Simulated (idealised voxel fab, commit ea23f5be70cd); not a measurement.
Title: Process Module voxel self aligned vias
Displayed cross-section: cut, width of 180 nm, square cells sized 5 nm.
Cross-section format: a grid of square cells, given as bands from top to bottom; each band is one or more rows of cells.
First you get the band's top height and its bottom height, in nm, and then the materials it's made of, left to right, with each width in nm. If you see a single material with "everywhere", that one covers the band edge to edge. "air" is empty space.
Counting heights begins at 0, where everything beneath is, in the wafer as received, one material. The lowest band has no bottom; it goes on downwards, as "0 -> down" shows.
You'd read "30 to 40" like this: the band's top row of cells is as wide as the first number, its bottom row is as wide as the second, and going down, every row changes width by the same amount as the row before did.
Key: "no change" - step with no changed cell in the cross-section.
So "Cavities, closed" is basically the list of trapped voids: any empty space of 8 cells or more that can't reach the top through an opening. They're written width x height at distance, the distance being from the left edge, and it's all nm.
after a step's settings: what the simulator itself notes on the step
"overlay nm" denotes, for a step that has a mask, the displacement of the mask to the right of its planned place, with negative values corresponding to the left.
Plan:
1,RECEIVE [material Si]
2,CONFORMAL_DEP [material SiO2] [thk nm 15]
3,CONFORMAL_DEP [material SiCN] [thk nm 5]
4,DIRECTIONAL_DEP [material lowk] [thk nm 25]
5,DIRECTIONAL_DEP [material aC] [thk nm 10]
6,PATTERN [tone open] [mask id LINES] [material resist] [width nm 20] [pitch nm 55] [thk nm 25] [overlay nm 0]
7,DIRECTIONAL_ETCH [etch materials aC] [depth nm 10]
8,STRIP [etch materials resist]
9,DIRECTIONAL_ETCH [etch materials lowk] [depth nm 25]
10,STRIP [etch materials aC]
11,CONFORMAL_DEP [material TiN] [thk nm 5]
12,FILL_DEP [material Ru] [thk nm 5]
13,CMP [height nm 45]
14,SELECTIVE_ETCH [etch materials W Ru TiN] [depth nm 5]
15,FILL_DEP [material SiN] [thk nm 10]
16,CMP [height nm 45]
17,DIRECTIONAL_DEP [material lowk] [thk nm 15]
18,PATTERN [tone open] [mask id VIAS] [material resist] [width nm 40] [pitch nm 55] [thk nm 15] [overlay nm 0]
19,DIRECTIONAL_ETCH [etch materials lowk] [depth nm 15]
20,DIRECTIONAL_ETCH [etch materials SiN] [depth nm 5]
21,STRIP [etch materials resist]
22,CONFORMAL_DEP [material TiN] [thk nm 5]
23,FILL_DEP [material W] [thk nm 10]
24,CMP [height nm 60]
25,CONFORMAL_DEP [material SiN] [thk nm 5]
First wafer out of two, processed as planned:
Cross-section, incoming material, after step 1:
> 0 -> down  Si everywhere
> Cavities, closed: none
Wafer xsec, post step 2:
> 15 -> 0  SiO2 everywhere
> Whatever lies below 0 is exactly as it was before.
Wafer xsec, post step 3:
> 20 -> 15  SiCN everywhere
> Whatever lies below 15 is exactly as it was before.
Wafer xsec, post step 4:
> 45 -> 20  lowk everywhere
> Whatever lies below 20 is exactly as it was before.
Wafer xsec, post step 5:
> 55 -> 45  aC everywhere
> Whatever lies below 45 is exactly as it was before.
Wafer xsec, post step 6:
> 80 -> 55  resist 25 nm | air 20 nm | resist 35 nm | air 20 nm | resist 35 nm | air 20 nm | resist 25 nm
> Whatever lies below 55 is exactly as it was before.
Wafer xsec, post step 7:
> 70 -> 55  resist 25 nm | air 20 nm | resist 35 nm | air 20 nm | resist 35 nm | air 20 nm | resist 25 nm
> 55 -> 45  aC 25 nm | air 20 nm | aC 35 nm | air 20 nm | aC 35 nm | air 20 nm | aC 25 nm
> Whatever lies below 45 is exactly as it was before.
Wafer xsec, post step 8:
> 55 -> 45  aC 25 nm | air 20 nm | aC 35 nm | air 20 nm | aC 35 nm | air 20 nm | aC 25 nm
> Whatever lies below 45 is exactly as it was before.
Wafer xsec, post step 9:
> 55 -> 45  aC 25 nm | air 20 nm | aC 35 nm | air 20 nm | aC 35 nm | air 20 nm | aC 25 nm
> 45 -> 20  lowk 25 nm | air 20 nm | lowk 35 nm | air 20 nm | lowk 35 nm | air 20 nm | lowk 25 nm
> Whatever lies below 20 is exactly as it was before.
Wafer xsec, post step 10:
> 45 -> 20  lowk 25 nm | air 20 nm | lowk 35 nm | air 20 nm | lowk 35 nm | air 20 nm | lowk 25 nm
> Whatever lies below 20 is exactly as it was before.
Wafer xsec, post step 11:
> 50 -> 45  TiN 30 nm | air 10 nm | TiN 45 nm | air 10 nm | TiN 45 nm | air 10 nm | TiN 30 nm
> 45 -> 25  lowk 25 nm | TiN 5 nm | air 10 nm | TiN 5 nm | lowk 35 nm | TiN 5 nm | air 10 nm | TiN 5 nm | lowk 35 nm | TiN 5 nm | air 10 nm | TiN 5 nm | lowk 25 nm
> 25 -> 20  lowk 25 nm | TiN 20 nm | lowk 35 nm | TiN 20 nm | lowk 35 nm | TiN 20 nm | lowk 25 nm
> Whatever lies below 20 is exactly as it was before.
Wafer xsec, post step 12:
> 55 -> 50  Ru everywhere
> 50 -> 45  TiN 30 nm | Ru 10 nm | TiN 45 nm | Ru 10 nm | TiN 45 nm | Ru 10 nm | TiN 30 nm
> 45 -> 25  lowk 25 nm | TiN 5 nm | Ru 10 nm | TiN 5 nm | lowk 35 nm | TiN 5 nm | Ru 10 nm | TiN 5 nm | lowk 35 nm | TiN 5 nm | Ru 10 nm | TiN 5 nm | lowk 25 nm
> Whatever lies below 25 is exactly as it was before.
Wafer xsec, post step 13:
> 45 -> 25  lowk 25 nm | TiN 5 nm | Ru 10 nm | TiN 5 nm | lowk 35 nm | TiN 5 nm | Ru 10 nm | TiN 5 nm | lowk 35 nm | TiN 5 nm | Ru 10 nm | TiN 5 nm | lowk 25 nm
> Whatever lies below 25 is exactly as it was before.
Wafer xsec, post step 14:
> 45 -> 40  lowk 25 nm | air 20 nm | lowk 35 nm | air 20 nm | lowk 35 nm | air 20 nm | lowk 25 nm
> Whatever lies below 40 is exactly as it was before.
Wafer xsec, post step 15:
> 55 -> 45  SiN everywhere
> 45 -> 40  lowk 25 nm | SiN 20 nm | lowk 35 nm | SiN 20 nm | lowk 35 nm | SiN 20 nm | lowk 25 nm
> Whatever lies below 40 is exactly as it was before.
Wafer xsec, post step 16:
> 45 -> 40  lowk 25 nm | SiN 20 nm | lowk 35 nm | SiN 20 nm | lowk 35 nm | SiN 20 nm | lowk 25 nm
> Whatever lies below 40 is exactly as it was before.
Wafer xsec, post step 17:
> 60 -> 45  lowk everywhere
> Whatever lies below 45 is exactly as it was before.
Wafer xsec, post step 18:
> 75 -> 60  resist 15 nm | air 40 nm | resist 15 nm | air 40 nm | resist 15 nm | air 40 nm | resist 15 nm
> Whatever lies below 60 is exactly as it was before.
Wafer xsec, post step 19:
> 75 -> 60  resist 15 nm | air 40 nm | resist 15 nm | air 40 nm | resist 15 nm | air 40 nm | resist 15 nm
> 60 -> 45  lowk 15 nm | air 40 nm | lowk 15 nm | air 40 nm | lowk 15 nm | air 40 nm | lowk 15 nm
> Whatever lies below 45 is exactly as it was before.
Wafer xsec, post step 20:
> 75 -> 60  resist 15 nm | air 40 nm | resist 15 nm | air 40 nm | resist 15 nm | air 40 nm | resist 15 nm
> 60 -> 45  lowk 15 nm | air 40 nm | lowk 15 nm | air 40 nm | lowk 15 nm | air 40 nm | lowk 15 nm
> 45 -> 40  lowk 25 nm | air 20 nm | lowk 35 nm | air 20 nm | lowk 35 nm | air 20 nm | lowk 25 nm
> Whatever lies below 40 is exactly as it was before.
Wafer xsec, post step 21:
> 60 -> 45  lowk 15 nm | air 40 nm | lowk 15 nm | air 40 nm | lowk 15 nm | air 40 nm | lowk 15 nm
> Whatever lies below 45 is exactly as it was before.
Wafer xsec, post step 22:
> 65 -> 60  TiN 20 nm | air 30 nm | TiN 25 nm | air 30 nm | TiN 25 nm | air 30 nm | TiN 20 nm
> 60 -> 50  lowk 15 nm | TiN 5 nm | air 30 nm | TiN 5 nm | lowk 15 nm | TiN 5 nm | air 30 nm | TiN 5 nm | lowk 15 nm | TiN 5 nm | air 30 nm | TiN 5 nm | lowk 15 nm
> 50 -> 45  lowk 15 nm | TiN 15 nm | air 10 nm | TiN 15 nm | lowk 15 nm | TiN 15 nm | air 10 nm | TiN 15 nm | lowk 15 nm | TiN 15 nm | air 10 nm | TiN 15 nm | lowk 15 nm
> 45 -> 40  lowk 25 nm | TiN 20 nm | lowk 35 nm | TiN 20 nm | lowk 35 nm | TiN 20 nm | lowk 25 nm
> Whatever lies below 40 is exactly as it was before.
Wafer xsec, post step 23:
> 75 -> 65  W everywhere
> 65 -> 60  TiN 20 nm | W 30 nm | TiN 25 nm | W 30 nm | TiN 25 nm | W 30 nm | TiN 20 nm
> 60 -> 50  lowk 15 nm | TiN 5 nm | W 30 nm | TiN 5 nm | lowk 15 nm | TiN 5 nm | W 30 nm | TiN 5 nm | lowk 15 nm | TiN 5 nm | W 30 nm | TiN 5 nm | lowk 15 nm
> 50 -> 45  lowk 15 nm | TiN 15 nm | W 10 nm | TiN 15 nm | lowk 15 nm | TiN 15 nm | W 10 nm | TiN 15 nm | lowk 15 nm | TiN 15 nm | W 10 nm | TiN 15 nm | lowk 15 nm
> Whatever lies below 45 is exactly as it was before.
Wafer xsec, post step 24:
> 60 -> 50  lowk 15 nm | TiN 5 nm | W 30 nm | TiN 5 nm | lowk 15 nm | TiN 5 nm | W 30 nm | TiN 5 nm | lowk 15 nm | TiN 5 nm | W 30 nm | TiN 5 nm | lowk 15 nm
> Whatever lies below 50 is exactly as it was before.
Wafer xsec, post step 25:
> 65 -> 60  SiN everywhere
> Whatever lies below 60 is exactly as it was before.
Wafer two: like wafer one in start and plan, but with one mistake in execution; identical up to and including step 1:
Second wafer profile in section, at the moment step 2 of the plan was meant to be complete:
> 5 -> 0  SiO2 everywhere
> Whatever lies below 0 is exactly as it was before.
Second wafer profile in section, at the moment step 3 of the plan was meant to be complete:
> 10 -> 5  SiCN everywhere
> Whatever lies below 5 is exactly as it was before.
Second wafer profile in section, at the moment step 4 of the plan was meant to be complete:
> 35 -> 10  lowk everywhere
> Whatever lies below 10 is exactly as it was before.
Second wafer profile in section, at the moment step 5 of the plan was meant to be complete:
> 45 -> 35  aC everywhere
> Whatever lies below 35 is exactly as it was before.
Second wafer profile in section, at the moment step 6 of the plan was meant to be complete:
> 70 -> 45  resist 25 nm | air 20 nm | resist 35 nm | air 20 nm | resist 35 nm | air 20 nm | resist 25 nm
> Whatever lies below 45 is exactly as it was before.
Second wafer profile in section, at the moment step 7 of the plan was meant to be complete:
> 60 -> 45  resist 25 nm | air 20 nm | resist 35 nm | air 20 nm | resist 35 nm | air 20 nm | resist 25 nm
> 45 -> 35  aC 25 nm | air 20 nm | aC 35 nm | air 20 nm | aC 35 nm | air 20 nm | aC 25 nm
> Whatever lies below 35 is exactly as it was before.
Second wafer profile in section, at the moment step 8 of the plan was meant to be complete:
> 45 -> 35  aC 25 nm | air 20 nm | aC 35 nm | air 20 nm | aC 35 nm | air 20 nm | aC 25 nm
> Whatever lies below 35 is exactly as it was before.
Second wafer profile in section, at the moment step 9 of the plan was meant to be complete:
> 45 -> 35  aC 25 nm | air 20 nm | aC 35 nm | air 20 nm | aC 35 nm | air 20 nm | aC 25 nm
> 35 -> 10  lowk 25 nm | air 20 nm | lowk 35 nm | air 20 nm | lowk 35 nm | air 20 nm | lowk 25 nm
> Whatever lies below 10 is exactly as it was before.
Second wafer profile in section, at the moment step 10 of the plan was meant to be complete:
> 35 -> 10  lowk 25 nm | air 20 nm | lowk 35 nm | air 20 nm | lowk 35 nm | air 20 nm | lowk 25 nm
> Whatever lies below 10 is exactly as it was before.
Second wafer profile in section, at the moment step 11 of the plan was meant to be complete:
> 40 -> 35  TiN 30 nm | air 10 nm | TiN 45 nm | air 10 nm | TiN 45 nm | air 10 nm | TiN 30 nm
> 35 -> 15  lowk 25 nm | TiN 5 nm | air 10 nm | TiN 5 nm | lowk 35 nm | TiN 5 nm | air 10 nm | TiN 5 nm | lowk 35 nm | TiN 5 nm | air 10 nm | TiN 5 nm | lowk 25 nm
> 15 -> 10  lowk 25 nm | TiN 20 nm | lowk 35 nm | TiN 20 nm | lowk 35 nm | TiN 20 nm | lowk 25 nm
> Whatever lies below 10 is exactly as it was before.
Second wafer profile in section, at the moment step 12 of the plan was meant to be complete:
> 45 -> 40  Ru everywhere
> 40 -> 35  TiN 30 nm | Ru 10 nm | TiN 45 nm | Ru 10 nm | TiN 45 nm | Ru 10 nm | TiN 30 nm
> 35 -> 15  lowk 25 nm | TiN 5 nm | Ru 10 nm | TiN 5 nm | lowk 35 nm | TiN 5 nm | Ru 10 nm | TiN 5 nm | lowk 35 nm | TiN 5 nm | Ru 10 nm | TiN 5 nm | lowk 25 nm
> Whatever lies below 15 is exactly as it was before.
Second wafer profile in section, at the moment step 13 of the plan was meant to be complete: no change
Second wafer profile in section, at the moment step 14 of the plan was meant to be complete:
> 40 -> 35  TiN 30 nm | Ru 10 nm | TiN 45 nm | Ru 10 nm | TiN 45 nm | Ru 10 nm | TiN 30 nm
> Whatever lies below 35 is exactly as it was before.
Second wafer profile in section, at the moment step 15 of the plan was meant to be complete:
> 50 -> 40  SiN everywhere
> Whatever lies below 40 is exactly as it was before.
Second wafer profile in section, at the moment step 16 of the plan was meant to be complete:
> 45 -> 40  SiN everywhere
> Whatever lies below 40 is exactly as it was before.
Second wafer profile in section, at the moment step 17 of the plan was meant to be complete:
> 60 -> 45  lowk everywhere
> Whatever lies below 45 is exactly as it was before.
Second wafer profile in section, at the moment step 18 of the plan was meant to be complete:
> 75 -> 60  resist 15 nm | air 40 nm | resist 15 nm | air 40 nm | resist 15 nm | air 40 nm | resist 15 nm
> Whatever lies below 60 is exactly as it was before.
Second wafer profile in section, at the moment step 19 of the plan was meant to be complete:
> 75 -> 60  resist 15 nm | air 40 nm | resist 15 nm | air 40 nm | resist 15 nm | air 40 nm | resist 15 nm
> 60 -> 45  lowk 15 nm | air 40 nm | lowk 15 nm | air 40 nm | lowk 15 nm | air 40 nm | lowk 15 nm
> Whatever lies below 45 is exactly as it was before.
Second wafer profile in section, at the moment step 20 of the plan was meant to be complete:
> 75 -> 60  resist 15 nm | air 40 nm | resist 15 nm | air 40 nm | resist 15 nm | air 40 nm | resist 15 nm
> 60 -> 45  lowk 15 nm | air 40 nm | lowk 15 nm | air 40 nm | lowk 15 nm | air 40 nm | lowk 15 nm
> 45 -> 40  SiN 15 nm | air 40 nm | SiN 15 nm | air 40 nm | SiN 15 nm | air 40 nm | SiN 15 nm
> Whatever lies below 40 is exactly as it was before.
Second wafer profile in section, at the moment step 21 of the plan was meant to be complete:
> 60 -> 45  lowk 15 nm | air 40 nm | lowk 15 nm | air 40 nm | lowk 15 nm | air 40 nm | lowk 15 nm
> Whatever lies below 45 is exactly as it was before.
Second wafer profile in section, at the moment step 22 of the plan was meant to be complete:
> 65 -> 60  TiN 20 nm | air 30 nm | TiN 25 nm | air 30 nm | TiN 25 nm | air 30 nm | TiN 20 nm
> 60 -> 45  lowk 15 nm | TiN 5 nm | air 30 nm | TiN 5 nm | lowk 15 nm | TiN 5 nm | air 30 nm | TiN 5 nm | lowk 15 nm | TiN 5 nm | air 30 nm | TiN 5 nm | lowk 15 nm
> 45 -> 40  SiN 15 nm | TiN 40 nm | SiN 15 nm | TiN 40 nm | SiN 15 nm | TiN 40 nm | SiN 15 nm
> Whatever lies below 40 is exactly as it was before.
Second wafer profile in section, at the moment step 23 of the plan was meant to be complete:
> 75 -> 65  W everywhere
> 65 -> 60  TiN 20 nm | W 30 nm | TiN 25 nm | W 30 nm | TiN 25 nm | W 30 nm | TiN 20 nm
> 60 -> 45  lowk 15 nm | TiN 5 nm | W 30 nm | TiN 5 nm | lowk 15 nm | TiN 5 nm | W 30 nm | TiN 5 nm | lowk 15 nm | TiN 5 nm | W 30 nm | TiN 5 nm | lowk 15 nm
> Whatever lies below 45 is exactly as it was before.
Second wafer profile in section, at the moment step 24 of the plan was meant to be complete:
> 60 -> 45  lowk 15 nm | TiN 5 nm | W 30 nm | TiN 5 nm | lowk 15 nm | TiN 5 nm | W 30 nm | TiN 5 nm | lowk 15 nm | TiN 5 nm | W 30 nm | TiN 5 nm | lowk 15 nm
> Whatever lies below 45 is exactly as it was before.
Second wafer profile in section, at the moment step 25 of the plan was meant to be complete:
> 65 -> 60  SiN everywhere
> Whatever lies below 60 is exactly as it was before.
What went wrong in running the wafer? not per plan at step 2, really ran CONFORMAL_DEP [material SiO2] [thk nm 5]
Wafer comparison, final, in cells, second relative to first, materials more or fewer: 12 more of Ru; 12 more of SiN; 72 fewer of SiO2; 36 more of TiN; 12 more of W
